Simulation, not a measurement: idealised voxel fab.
Presented below is a process module, voxel quadruple lines.
Square cell edge 5 nm, section width 300 nm, ID cut.
Cross-section spec: square-cell grid; bands listed top down; each band is one or more rows. Band entry format. Leading values: height of top, height of bottom, nm. Remainder: materials in left-to-right order, each with its width in nm. Special words: "throughout" on a single material, which then fills the band edge to edge; "air", empty space. Note: height 0 marks the level under which the wafer is uniformly one material as received. Lowest band unbounded below, written "0 nm and below". Width "30 to 40": first value at the band's top row of cells, second value at its bottom row, equal change from row to row. It should be understood that the words "left unchanged", when stated for a given step, signify that the cross-section underwent no change in any of its cells during that step. The list in "Completely enclosed voids" covers empty spaces of 8 cells or more that cannot reach the top through any open way, and it gives each as width x height at distance; the distance is from the left edge, and width, height and distance are in nm. Whatever follows a step's settings on its line is a remark the simulator itself makes about that step. Each step line may optionally specify "overlay nm", which for a step with a mask gives the rightward distance between the mask's planned place and where it lay, a negative value indicating the leftward direction.

# These are the steps we planned for the process
- 1: RECEIVE [material Si]
- 2: CONFORMAL_DEP [material Al2O3] [thk nm 5]
- 3: DIRECTIONAL_DEP [material W] [thk nm 10]
- 4: DIRECTIONAL_DEP [material polySi] [thk nm 15]
- 5: DIRECTIONAL_DEP [material aC] [thk nm 25]
- 6: PATTERN [tone cover] [mask id MANDREL] [material resist] [width nm 35] [thk nm 35] [overlay nm 0]
- 7: DIRECTIONAL_ETCH [etch materials aC] [depth nm 25]
- 8: STRIP [etch materials resist]
- 9: CONFORMAL_DEP [material SiO2] [thk nm 15]
- 10: DIRECTIONAL_ETCH [etch materials SiO2] [depth nm 15]
- 11: STRIP [etch materials aC]
- 12: DIRECTIONAL_ETCH [etch materials polySi] [depth nm 15]
- 13: STRIP [etch materials SiO2]
- 14: CONFORMAL_DEP [material SiN] [thk nm 10]
- 15: DIRECTIONAL_ETCH [etch materials SiN] [depth nm 10]
- 16: STRIP [etch materials polySi]
- 17: DIRECTIONAL_ETCH [etch materials W] [depth nm 10]
- 18: STRIP [etch materials SiN]

# Step 1 complete: cross-section of the wafer as received
0 nm and below | Si throughout
Completely enclosed voids: none

# The cross-section shown corresponds to the wafer at the conclusion of the module. The initial structure and the process plan are those presented above; however, one mistake occurred in executing the plan
20 nm to 10 nm | air 105 nm; W 10 nm; air 15 nm; W 10 nm; air 15 nm; W 10 nm; air 15 nm; W 10 nm; air 110 nm
10 nm to 5 nm | W throughout
5 nm to 0 nm | Al2O3 throughout
0 nm and below | Si throughout
Completely enclosed voids: none
Run error: step 3 deviated from plan and actually ran as DIRECTIONAL_DEP [material W] [thk nm 15]
